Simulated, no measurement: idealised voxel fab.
process module | voxel air gaps
The width of the displayed cross-section, cut, is 280 nm; its cells are square, with a size of 5 nm.
Notation: cross-section as square-cell grid; stated in bands, top first, going down; one or more cell rows per band.
Band: top and bottom heights (nm) first, top before bottom; then materials from left to right, widths in nm. "everywhere" marks a sole material filling the band edge to edge. "empty" denotes empty space.
Heads up on the height convention: 0 is the point under which the incoming wafer is all one material, and the lowest band has no bottom, it just keeps going down, like "top 0, no bottom".
Read "30 to 40" as a graded width: first number on top, second number at the bottom, same change between each pair of neighbouring rows.
"same as before" after a step means that no cell of the cross-section changed.
"Sealed-off cavities" lists enclosed empty spaces (at least 8 cells, no open path upward to the top), each as width x height at distance from the left edge, in nm.
Formally, on a step line, whatever follows the settings is a remark that the simulator itself makes on the step.
overlay nm: for a step with a mask, the amount by which the mask lay right of where it was planned; a negative amount means left of it.

## Listed below are the process steps as planned
1 RECEIVE (material Si)
2 CONFORMAL_DEP (material SiO2; thk nm 10)
3 CONFORMAL_DEP (material SiCN; thk nm 5)
4 DIRECTIONAL_DEP (material lowk; thk nm 30)
5 PATTERN (tone open; mask id LINES; material resist; width nm 20; pitch nm 45; thk nm 15; overlay nm 0)
6 DIRECTIONAL_ETCH (etch materials lowk; depth nm 30)
7 STRIP (etch materials resist)
8 CONFORMAL_DEP (material TiN; thk nm 5)
9 FILL_DEP (material Cu; thk nm 5)
10 CMP (height nm 45)
11 EPI (material Ru; thk nm 10)
12 SELECTIVE_ETCH (etch materials lowk; depth nm 40)
13 CONFORMAL_DEP (material SiCN; thk nm 5)

## First of two wafers - as planned

## Cross-section, incoming material, after step 1
- top 0, no bottom = Si everywhere
- Sealed-off cavities: none

## The following cross-section depicts the wafer upon completion of step 2
- top 10, bottom 0 = SiO2 everywhere
- Below 0 it's all the same as before, nothing changed down there.

## The following cross-section depicts the wafer upon completion of step 3
- top 15, bottom 10 = SiCN everywhere
- Below 10 it's all the same as before, nothing changed down there.

## The following cross-section depicts the wafer upon completion of step 4
- top 45, bottom 15 = lowk everywhere
- Below 15 it's all the same as before, nothing changed down there.

## The following cross-section depicts the wafer upon completion of step 5
- top 60, bottom 45 = resist=60, then empty=20, then resist=25, then empty=20, then resist=25, then empty=20, then resist=25, then empty=20, then resist=65
- Below 45 it's all the same as before, nothing changed down there.

## The following cross-section depicts the wafer upon completion of step 6
- top 60, bottom 45 = resist=60, then empty=20, then resist=25, then empty=20, then resist=25, then empty=20, then resist=25, then empty=20, then resist=65
- top 45, bottom 15 = lowk=60, then empty=20, then lowk=25, then empty=20, then lowk=25, then empty=20, then lowk=25, then empty=20, then lowk=65
- Below 15 it's all the same as before, nothing changed down there.

## The following cross-section depicts the wafer upon completion of step 7
- top 45, bottom 15 = lowk=60, then empty=20, then lowk=25, then empty=20, then lowk=25, then empty=20, then lowk=25, then empty=20, then lowk=65
- Below 15 it's all the same as before, nothing changed down there.

## The following cross-section depicts the wafer upon completion of step 8
- top 50, bottom 45 = TiN=65, then empty=10, then TiN=35, then empty=10, then TiN=35, then empty=10, then TiN=35, then empty=10, then TiN=70
- top 45, bottom 20 = lowk=60, then TiN=5, then empty=10, then TiN=5, then lowk=25, then TiN=5, then empty=10, then TiN=5, then lowk=25, then TiN=5, then empty=10, then TiN=5, then lowk=25, then TiN=5, then empty=10, then TiN=5, then lowk=65
- top 20, bottom 15 = lowk=60, then TiN=20, then lowk=25, then TiN=20, then lowk=25, then TiN=20, then lowk=25, then TiN=20, then lowk=65
- Below 15 it's all the same as before, nothing changed down there.

## The following cross-section depicts the wafer upon completion of step 9
- top 55, bottom 50 = Cu everywhere
- top 50, bottom 45 = TiN=65, then Cu=10, then TiN=35, then Cu=10, then TiN=35, then Cu=10, then TiN=35, then Cu=10, then TiN=70
- top 45, bottom 20 = lowk=60, then TiN=5, then Cu=10, then TiN=5, then lowk=25, then TiN=5, then Cu=10, then TiN=5, then lowk=25, then TiN=5, then Cu=10, then TiN=5, then lowk=25, then TiN=5, then Cu=10, then TiN=5, then lowk=65
- Below 20 it's all the same as before, nothing changed down there.

## The following cross-section depicts the wafer upon completion of step 10
- top 45, bottom 20 = lowk=60, then TiN=5, then Cu=10, then TiN=5, then lowk=25, then TiN=5, then Cu=10, then TiN=5, then lowk=25, then TiN=5, then Cu=10, then TiN=5, then lowk=25, then TiN=5, then Cu=10, then TiN=5, then lowk=65
- Below 20 it's all the same as before, nothing changed down there.

## The following cross-section depicts the wafer upon completion of step 11
- top 55, bottom 45 = empty=50, then Ru=40, then empty=5, then Ru=40, then empty=5, then Ru=40, then empty=5, then Ru=40, then empty=55
- Below 45 it's all the same as before, nothing changed down there.

## The following cross-section depicts the wafer upon completion of step 12
- top 55, bottom 45 = empty=50, then Ru=40, then empty=5, then Ru=40, then empty=5, then Ru=40, then empty=5, then Ru=40, then empty=55
- top 45, bottom 20 = empty=60, then TiN=5, then Cu=10, then TiN=5, then empty=25, then TiN=5, then Cu=10, then TiN=5, then empty=25, then TiN=5, then Cu=10, then TiN=5, then empty=25, then TiN=5, then Cu=10, then TiN=5, then empty=65
- top 20, bottom 15 = empty=60, then TiN=20, then empty=25, then TiN=20, then empty=25, then TiN=20, then empty=25, then TiN=20, then empty=65
- Below 15 it's all the same as before, nothing changed down there.

## The following cross-section depicts the wafer upon completion of step 13
- top 60, bottom 55 = empty=45, then SiCN=185, then empty=50
- top 55, bottom 45 = empty=45, then SiCN=5, then Ru=40, then SiCN=5, then Ru=40, then SiCN=5, then Ru=40, then SiCN=5, then Ru=40, then SiCN=5, then empty=50
- top 45, bottom 40 = empty=45, then SiCN=15, then TiN=5, then Cu=10, then TiN=5, then SiCN=25, then TiN=5, then Cu=10, then TiN=5, then SiCN=25, then TiN=5, then Cu=10, then TiN=5, then SiCN=25, then TiN=5, then Cu=10, then TiN=5, then SiCN=15, then empty=50
- top 40, bottom 20 = empty=55, then SiCN=5, then TiN=5, then Cu=10, then TiN=5, then SiCN=5, then empty=15, then SiCN=5, then TiN=5, then Cu=10, then TiN=5, then SiCN=5, then empty=15, then SiCN=5, then TiN=5, then Cu=10, then TiN=5, then SiCN=5, then empty=15, then SiCN=5, then TiN=5, then Cu=10, then TiN=5, then SiCN=5, then empty=60
- top 20, bottom 15 = SiCN=60, then TiN=20, then SiCN=25, then TiN=20, then SiCN=25, then TiN=20, then SiCN=25, then TiN=20, then SiCN=65
- Below 15 it's all the same as before, nothing changed down there.
- Sealed-off cavities: 15 x 20 at 85; 15 x 20 at 130; 15 x 20 at 175

## What follows concerns the second wafer, which started out like the first and was meant to follow the very same plan; one mistake crept in when it was run, but everything up to and including step 10 is the same as for the first wafer

## Second wafer, cross-section, planned end of step 11
- top 65, bottom 45 = empty=40, then Ru=195, then empty=45
- Below 45 it's all the same as before, nothing changed down there.

## Second wafer, cross-section, planned end of step 12
- top 65, bottom 45 = empty=40, then Ru=195, then empty=45
- top 45, bottom 20 = empty=60, then TiN=5, then Cu=10, then TiN=5, then lowk=25, then TiN=5, then Cu=10, then TiN=5, then lowk=25, then TiN=5, then Cu=10, then TiN=5, then lowk=25, then TiN=5, then Cu=10, then TiN=5, then empty=65
- top 20, bottom 15 = empty=60, then TiN=20, then lowk=25, then TiN=20, then lowk=25, then TiN=20, then lowk=25, then TiN=20, then empty=65
- Below 15 it's all the same as before, nothing changed down there.

## Second wafer, cross-section, planned end of step 13
- top 70, bottom 65 = empty=35, then SiCN=205, then empty=40
- top 65, bottom 45 = empty=35, then SiCN=5, then Ru=195, then SiCN=5, then empty=40
- top 45, bottom 40 = empty=35, then SiCN=25, then TiN=5, then Cu=10, then TiN=5, then lowk=25, then TiN=5, then Cu=10, then TiN=5, then lowk=25, then TiN=5, then Cu=10, then TiN=5, then lowk=25, then TiN=5, then Cu=10, then TiN=5, then SiCN=25, then empty=40
- top 40, bottom 20 = empty=55, then SiCN=5, then TiN=5, then Cu=10, then TiN=5, then lowk=25, then TiN=5, then Cu=10, then TiN=5, then lowk=25, then TiN=5, then Cu=10, then TiN=5, then lowk=25, then TiN=5, then Cu=10, then TiN=5, then SiCN=5, then empty=60
- top 20, bottom 15 = SiCN=60, then TiN=20, then lowk=25, then TiN=20, then lowk=25, then TiN=20, then lowk=25, then TiN=20, then SiCN=65
- Below 15 it's all the same as before, nothing changed down there.
Against the plan, the run slipped here: step 11 from the plan got run twice
The second wafer ends with more or fewer cells of some materials than the first, per final count: 92 more of Ru; 48 fewer of SiCN; 90 more of lowk
Note - end result: 3 closed voids (first wafer), 0 closed voids (second wafer).
